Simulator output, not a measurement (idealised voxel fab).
voxel self aligned contacts: a process module
Xsec cut, 300 nm wide, square cell size 5 nm.
Cross-section format: a grid of square cells, given as bands from top to bottom; each band is one or more rows of cells.
Heights first: top, then bottom, in nm. Then materials, left to right, each with a width in nm. "edge to edge" on a single material: fills the band edge to edge. "blank": empty space.
A quick word on heights: they are counted from 0, and under that level the wafer as it came to us is one material throughout. The lowest band is different from the rest in having no bottom; it simply continues downward, written as in "0 -> down".
Graded width ("30..40"): value in top row of band = first number; value in bottom row = second number; row-to-row change constant.
Where a step carries "no change", the cross-section came out of it unchanged, cell for cell.
Heads up: "Closed void listing" only lists the empty pockets with no open path to the top that are 8 cells or more, and it writes them as width x height at distance, distance from the left edge, in nm.
Heads up: the bit after the settings on a step's line is the simulator's remark on that step.
overlay nm: right-of-plan distance of the mask on a masked step; negative values mean left-of-plan.

**Process steps foreseen in the plan**
step 1: RECEIVE | material Si
step 2: OXIDIZE | depth nm 5
step 3: DIRECTIONAL_DEP | material polySi | thk nm 25
step 4: DIRECTIONAL_DEP | material SiN | thk nm 15
step 5: MASKED_ETCH | tone cover | mask id GATE | width nm 35 | pitch nm 65 | etch materials SiN | depth nm 15 | overlay nm 0
step 6: MASKED_ETCH | tone cover | mask id GATE | width nm 35 | pitch nm 65 | etch materials polySi | depth nm 30 | overlay nm 0
step 7: CONFORMAL_DEP | material SiN | thk nm 5
step 8: DIRECTIONAL_ETCH | etch materials SiN | depth nm 5
step 9: FILL_DEP | material SiO2 | thk nm 10
step 10: CMP | height nm 50
step 11: DIRECTIONAL_DEP | material aC | thk nm 10
step 12: PATTERN | tone open | mask id CONTACT | material resist | width nm 40 | thk nm 25 | overlay nm 0
step 13: DIRECTIONAL_ETCH | etch materials aC | depth nm 10
step 14: STRIP | etch materials resist
step 15: DIRECTIONAL_ETCH | etch materials SiO2 | depth nm 55
step 16: STRIP | etch materials aC
step 17: CONFORMAL_DEP | material TiN | thk nm 5
step 18: FILL_DEP | material W | thk nm 10
step 19: CMP | height nm 50
step 20: CONFORMAL_DEP | material SiN | thk nm 5
The wafers are alike at the start. At step 3, their thk nm differs. The plan lists the first wafer's value.

**So this is the first of several wafers, cross-sectioned as it came to us, meaning it's at the end of step 1**
    0 -> down: Si edge to edge
    Closed void listing: none

**first wafer at the end, after step 20**
    55 -> 50: SiN edge to edge
    50 -> 40: SiO2 130 | TiN 5..15 | W 30..10 | TiN 5..15 | SiO2 130
    40 -> 25: SiO2 95 | SiN 45 | TiN 5 | W 10 | TiN 5 | SiN 45 | SiO2 95
    25 -> 0: SiO2 95 | SiN 5 | polySi 35 | SiN 5 | TiN 5 | W 10 | TiN 5 | SiN 5 | polySi 35 | SiN 5 | SiO2 95
    0 -> -5: SiO2 140 | TiN 20 | SiO2 140
    -5 -> down: Si edge to edge
    Closed void listing: none

**Cross-sectional view, end of module, last wafer of several**
    55 -> 50: SiN edge to edge
    50 -> 45: SiO2 95 | SiN 45 | TiN 5 | W 10 | TiN 5 | SiN 45 | SiO2 95
    45 -> 20: SiO2 95 | SiN 5 | polySi 35 | SiN 5 | TiN 5 | W 10 | TiN 5 | SiN 5 | polySi 35 | SiN 5 | SiO2 95
    20 -> 15: SiO2 95 | SiN 5 | polySi 35 | SiN 5 | TiN 20 | SiN 5 | polySi 35 | SiN 5 | SiO2 95
    15 -> 0: polySi edge to edge
    0 -> -5: SiO2 edge to edge
    -5 -> down: Si edge to edge
    Closed void listing: none

**The rows of the table below are wafers. Looking at the end of the module, a row counts, for every material, the cells the wafer has gained, shown as (+), or lost, shown as (-), since it was received; its closed voids come next**
thk nm 25, -60 Si, +134 SiN, +464 SiO2, +28 TiN, +24 W, +70 polySi, Closed void listing: none
thk nm 30, -60 Si, +138 SiN, +450 SiO2, +28 TiN, +20 W, +84 polySi, Closed void listing: none
thk nm 35, -60 Si, +138 SiN, +402 SiO2, +20 TiN, +16 W, +144 polySi, Closed void listing: none
thk nm 40, -60 Si, +120 SiN, +364 SiO2, +18 TiN, +14 W, +204 polySi, Closed void listing: none
thk nm 45, -60 Si, +102 SiN, +326 SiO2, +16 TiN, +12 W, +264 polySi, Closed void listing: none
